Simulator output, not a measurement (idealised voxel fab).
Process module, titled voxel capacitor over wiring
The cross-section on display is named cut; it measures 300 nm wide, and its cells are 5 nm squares.
Cross-section, as written here: a square-cell grid given band by band from the top down, where a band holds one or more rows of cells. This entry defines a band. It first specifies the height of the band's top and the height of its bottom in nm, and then specifies the band's materials from left to right, stating each material with its width in nm. The word "all across" identifies a single material that fills the band from edge to edge, while the word "blank" identifies empty space. Note: height 0 marks the level under which the wafer is uniformly one material as received. Lowest band unbounded below, written "z 0 and below". The expression "30 to 40" gives the width at the extremes of the band, the first number at its top row of cells and the second at its bottom row, with the width changing by equal amounts from each row to the next in between. When a step is marked "everything unchanged", none of the cells in the cross-section changed during that step. For the entry "Sealed void listing", the listed items are empty spaces with no open way to the top whose size is 8 cells or more; each item follows the pattern width x height at distance, where distance is from the left edge and all three are in nm. Formally, on a step line, whatever follows the settings is a remark that the simulator itself makes on the step. "overlay nm" denotes, for a step that has a mask, the displacement of the mask to the right of its planned place, with negative values corresponding to the left.

Steps planned for the process:
step 1: RECEIVE, material Si
step 2: CONFORMAL_DEP, material SiO2, thk nm 15
step 3: CONFORMAL_DEP, material SiCN, thk nm 5
step 4: DIRECTIONAL_DEP, material SiO2, thk nm 20
step 5: DIRECTIONAL_DEP, material aC, thk nm 15
step 6: PATTERN, tone open, mask id METAL_1, material resist, width nm 25, pitch nm 80, thk nm 30, overlay nm 0
step 7: DIRECTIONAL_ETCH, etch materials aC, depth nm 15
step 8: STRIP, etch materials resist
step 9: DIRECTIONAL_ETCH, etch materials SiO2, depth nm 20
step 10: DIRECTIONAL_ETCH, etch materials SiCN, depth nm 5
step 11: STRIP, etch materials aC
step 12: CONFORMAL_DEP, material TiN, thk nm 5
step 13: FILL_DEP, material W, thk nm 5
step 14: CMP, height nm 40
step 15: CONFORMAL_DEP, material SiCN, thk nm 5
step 16: DIRECTIONAL_DEP, material SiO2, thk nm 10
step 17: PATTERN, tone open, mask id PLUG_1, material resist, width nm 15, thk nm 20, overlay nm 0
step 18: DIRECTIONAL_ETCH, etch materials SiO2, depth nm 10
step 19: DIRECTIONAL_ETCH, etch materials SiCN, depth nm 5
step 20: STRIP, etch materials resist
step 21: CONFORMAL_DEP, material TiN, thk nm 5
step 22: FILL_DEP, material Ru, thk nm 10
step 23: CMP, height nm 55
step 24: DIRECTIONAL_DEP, material TiN, thk nm 5
step 25: DIRECTIONAL_DEP, material HfO2, thk nm 5
step 26: DIRECTIONAL_DEP, material TiN, thk nm 5
step 27: MASKED_ETCH, tone cover, mask id UPPER_PLATE, width nm 60, etch materials TiN, depth nm 5, overlay nm 0
step 28: MASKED_ETCH, tone cover, mask id UPPER_PLATE, width nm 60, etch materials HfO2, depth nm 5, overlay nm 0
step 29: MASKED_ETCH, tone cover, mask id LOWER_PLATE, width nm 70, etch materials TiN, depth nm 5, overlay nm 0
step 30: FILL_DEP, material SiO2, thk nm 20
step 31: CMP, height nm 85
step 32: MASKED_ETCH, tone open, mask id PLUG_2, width nm 15, etch materials SiO2, depth nm 15, overlay nm 0
step 33: CONFORMAL_DEP, material TiN, thk nm 5
step 34: FILL_DEP, material Ru, thk nm 5
step 35: CMP, height nm 85
step 36: CONFORMAL_DEP, material SiCN, thk nm 5

Cross-section of the incoming wafer, state after step 1:
	z 0 and below: Si all across
	Sealed void listing: none

Looking at the first of two wafers in cross-section at end of module - ran to plan:
	z 90 to 85: SiCN all across
	z 85 to 75: SiO2: 115; TiN: 5; Ru: 5; TiN: 5; SiO2: 170
	z 75 to 65: SiO2: 115 to 105; TiN: 15 to 60; SiO2: 170 to 135
	z 65 to 60: SiO2: 105; HfO2: 60; SiO2: 135
	z 60 to 55: SiO2: 100; TiN: 70; SiO2: 130
	z 55 to 45: SiO2: 105; TiN: 5; Ru: 5; TiN: 5; SiO2: 180
	z 45 to 40: SiCN: 105; TiN: 15; SiCN: 180
	z 40 to 20: SiO2: 95; TiN: 5; W: 15; TiN: 5; SiO2: 55; TiN: 5; W: 15; TiN: 5; SiO2: 100
	z 20 to 15: SiCN: 95; TiN: 25; SiCN: 55; TiN: 25; SiCN: 100
	z 15 to 0: SiO2 all across
	z 0 and below: Si all across
	Sealed void listing: none

Second of two wafers, module complete, sectioned: it shares the first wafer's start and plan but was run with one mistake:
	z 90 to 85: SiCN all across
	z 85 to 75: SiO2: 115; TiN: 5; Ru: 5; TiN: 5; SiO2: 170
	z 75 to 65: SiO2: 115 to 105; TiN: 15 to 60; SiO2: 170 to 135
	z 65 to 60: SiO2: 105; HfO2: 60; SiO2: 135
	z 60 to 55: SiO2: 100; TiN: 70; SiO2: 130
	z 55 to 45: SiO2: 105; TiN: 5; Ru: 5; TiN: 5; SiO2: 180
	z 45 to 40: SiCN: 105; TiN: 15; SiCN: 180
	z 40 to 20: W: 90; TiN: 5; SiO2: 25; TiN: 5; W: 45; TiN: 5; SiO2: 25; TiN: 5; W: 95
	z 20 to 15: TiN: 95; SiCN: 25; TiN: 55; SiCN: 25; TiN: 100
	z 15 to 0: SiO2 all across
	z 0 and below: Si all across
	Sealed void listing: none
Want to know what went wrong? rather than as planned, step 6 actually ran as PATTERN, tone cover, mask id METAL_1, material resist, width nm 25, pitch nm 80, thk nm 30, overlay nm 0
End of process, cell counts, second wafer against first, materials with more or fewer: SiCN -40, SiO2 -160, TiN +40, W +160
